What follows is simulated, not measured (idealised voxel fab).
process module | voxel self aligned vias
cross-section cut | 210 nm wide | cells 5 nm
A cross-section is a grid of square cells, given in bands from the top down. A band is one or more rows of cells.
Each band's line starts with the height of the band's top and of its bottom, in nm. Then come its materials from left to right, each with its width in nm. One material with "throughout" fills the band from edge to edge. "air" is empty space.
Height 0 is the level under which the wafer as received is all one material. The lowest band goes on downwards, as in "0 down".
A width such as "30 to 40" changes by the same amount from each row of cells to the next, from the band's top row to its bottom row.
"no change" after a step means that no cell of the cross-section changed.
closed voids: empty space of 8 cells or more with no open way to the top, each as width x height at its distance from the left edge, in nm
after a step's settings: what the simulator itself notes on the step
overlay nm, on a step with a mask: how far to the right of its planned place the mask lay; to the left if negative
plan
1 op RECEIVE | material Si
2 op CONFORMAL_DEP | material SiO2 | thk nm 10
3 op CONFORMAL_DEP | material SiCN | thk nm 5
4 op DIRECTIONAL_DEP | material SiO2 | thk nm 30
5 op DIRECTIONAL_DEP | material aC | thk nm 10
6 op PATTERN | tone open | mask id LINES | material resist | width nm 25 | pitch nm 55 | thk nm 25 | overlay nm 0
7 op DIRECTIONAL_ETCH | etch materials aC | depth nm 10
8 op STRIP | etch materials resist
9 op DIRECTIONAL_ETCH | etch materials SiO2 | depth nm 30
10 op STRIP | etch materials aC
11 op CONFORMAL_DEP | material TiN | thk nm 5
12 op FILL_DEP | material Ru | thk nm 5
13 op CMP | height nm 45
14 op SELECTIVE_ETCH | etch materials W Ru TiN | depth nm 10
15 op FILL_DEP | material SiN | thk nm 5
16 op CMP | height nm 45
17 op DIRECTIONAL_DEP | material SiO2 | thk nm 15
18 op PATTERN | tone open | mask id VIAS | material resist | width nm 35 | thk nm 15 | overlay nm 0
19 op DIRECTIONAL_ETCH | etch materials SiO2 | depth nm 15
20 op DIRECTIONAL_ETCH | etch materials SiN | depth nm 10
21 op STRIP | etch materials resist
22 op CONFORMAL_DEP | material TiN | thk nm 5
23 op FILL_DEP | material W | thk nm 10
24 op CMP | height nm 60
25 op CONFORMAL_DEP | material SiN | thk nm 5
as received, after step 1
  0 down: Si throughout
  closed voids: none
a wafer at the end: this start, this plan, one mistake
  65 to 60: SiN throughout
  60 to 50: SiO2 60 | TiN 5 | W 25 | TiN 5 | SiO2 115
  50 to 45: SiO2 60 | TiN 10 | W 15 | TiN 10 | SiO2 115
  45 to 40: SiO2 65 | TiN 5 | W 15 | TiN 5 | SiO2 30 | SiN 25 | SiO2 65
  40 to 35: SiO2 65 | TiN 25 | SiO2 30 | SiN 25 | SiO2 65
  35 to 20: SiO2 65 | TiN 5 | Ru 15 | TiN 5 | SiO2 30 | TiN 5 | Ru 15 | TiN 5 | SiO2 65
  20 to 15: SiO2 65 | TiN 25 | SiO2 30 | TiN 25 | SiO2 65
  15 to 5: SiO2 throughout
  5 to 0: SiCN throughout
  0 down: Si throughout
  closed voids: none
what went wrong: steps 2 and 3 were swapped
